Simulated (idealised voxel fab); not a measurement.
Proc. module: voxel capacitor over wiring
Cross-sectional view cut (width: 225 nm; square cell size: 5 nm).
Bands, listed from the top down, are how a cross-section gets written in this document; the cross-section itself is a grid of square cells, and a band is one or more rows of them.
Band: top height; bottom height; in nm. Then, left to right: material with width in nm, for each material. "all across": a single material spanning edge to edge. "empty": empty space.
Counting heights begins at 0, where everything beneath is, in the wafer as received, one material. The lowest band has no bottom; it goes on downwards, as "z 0 and below" shows.
A width given as "30 to 40" starts at the first number in the band's top row and ends at the second number in its bottom row, shifting by an equal amount at every step from row to row.
"remains unaltered" -> step changed no cross-section cell.
The entry titled "Closed-off voids" provides the empty spaces that have no open way to the top, restricted to those of 8 cells or more. Each is presented as width x height at distance, the distance being measured from the left edge, with all three in nm.
Note: text after step settings on the step line = simulator remark on that step.
"overlay nm" on a masked step: distance the mask lay right of its planned place, negative for left.
THE FOLLOWING LIST GIVES THE PLANNED PROCESS STEPS
1. RECEIVE (material Si)
2. CONFORMAL_DEP (material SiO2; thk nm 15)
3. CONFORMAL_DEP (material SiN; thk nm 5)
4. DIRECTIONAL_DEP (material SiO2; thk nm 25)
5. PATTERN (tone open; mask id METAL_1; material resist; width nm 30; pitch nm 80; thk nm 15; overlay nm 0)
6. DIRECTIONAL_ETCH (etch materials SiO2; depth nm 25)
7. DIRECTIONAL_ETCH (etch materials SiN; depth nm 5)
8. STRIP (etch materials resist)
9. CONFORMAL_DEP (material TiN; thk nm 5)
10. FILL_DEP (material W; thk nm 10)
11. CMP (height nm 45)
12. CONFORMAL_DEP (material SiCN; thk nm 5)
13. DIRECTIONAL_DEP (material lowk; thk nm 15)
14. PATTERN (tone open; mask id PLUG_1; material resist; width nm 15; thk nm 20; overlay nm 0)
15. DIRECTIONAL_ETCH (etch materials lowk; depth nm 15)
16. DIRECTIONAL_ETCH (etch materials SiCN; depth nm 5)
17. STRIP (etch materials resist)
18. EPI (material Ru; thk nm 10)
19. EPI (material Ru; thk nm 10)
20. DIRECTIONAL_DEP (material TiN; thk nm 10)
21. DIRECTIONAL_DEP (material HfO2; thk nm 5)
22. DIRECTIONAL_DEP (material TiN; thk nm 10)
23. MASKED_ETCH (tone cover; mask id UPPER_PLATE; width nm 55; etch materials TiN; depth nm 10; overlay nm 0)
24. MASKED_ETCH (tone cover; mask id UPPER_PLATE; width nm 55; etch materials HfO2; depth nm 5; overlay nm 0)
25. MASKED_ETCH (tone cover; mask id LOWER_PLATE; width nm 65; etch materials TiN; depth nm 10; overlay nm 0)
26. FILL_DEP (material SiO2; thk nm 20)
27. CMP (height nm 105)
28. PATTERN (tone open; mask id PLUG_2; material resist; width nm 15; thk nm 15; overlay nm 0)
29. DIRECTIONAL_ETCH (etch materials SiO2; depth nm 15)
30. STRIP (etch materials resist)
31. CONFORMAL_DEP (material TiN; thk nm 5)
32. FILL_DEP (material Ru; thk nm 10)
33. CMP (height nm 105)
34. CONFORMAL_DEP (material SiN; thk nm 5)
WAFER AS RECEIVED: CROSS-SECTION FOLLOWING STEP 1
z 0 and below: Si all across
Closed-off voids: none
WAFER CROSS-SECTION AT END OF MODULE: START AND PLAN AS SHOWN ABOVE, ONE EXECUTION ERROR
z 110 to 105: SiN all across
z 105 to 95: 80 nm SiO2 / 5 nm TiN / 5 nm Ru / 5 nm TiN / 130 nm SiO2
z 95 to 90: 80 nm SiO2 / 15 nm TiN / 130 nm SiO2
z 90 to 80: 85 nm SiO2 / 40 nm TiN / 100 nm SiO2
z 80 to 75: 85 nm SiO2 / 40 nm HfO2 / 100 nm SiO2
z 75 to 70: 65 nm SiO2 / 5 nm TiN / 15 nm SiO2 / 45 nm TiN / 95 nm SiO2
z 70 to 65: 65 nm SiO2 / 65 nm TiN / 95 nm SiO2
z 65 to 60: 70 nm lowk / 15 nm TiN / 140 nm lowk
z 60 to 55: 70 nm lowk / 15 nm HfO2 / 140 nm lowk
z 55 to 50: 70 nm lowk / 15 nm TiN / 140 nm lowk
z 50 to 45: 70 nm SiCN / 15 nm TiN / 140 nm SiCN
z 45 to 20: 50 nm W / 5 nm TiN / 30 nm SiO2 / 5 nm TiN / 40 nm W / 5 nm TiN / 30 nm SiO2 / 5 nm TiN / 55 nm W
z 20 to 15: 55 nm TiN / 30 nm SiN / 50 nm TiN / 30 nm SiN / 60 nm TiN
z 15 to 0: SiO2 all across
z 0 and below: Si all across
Closed-off voids: none
The mistake made against the process plan was this: step 5 was not run as planned; what actually ran was PATTERN (tone cover; mask id METAL_1; material resist; width nm 30; pitch nm 80; thk nm 15; overlay nm 0)
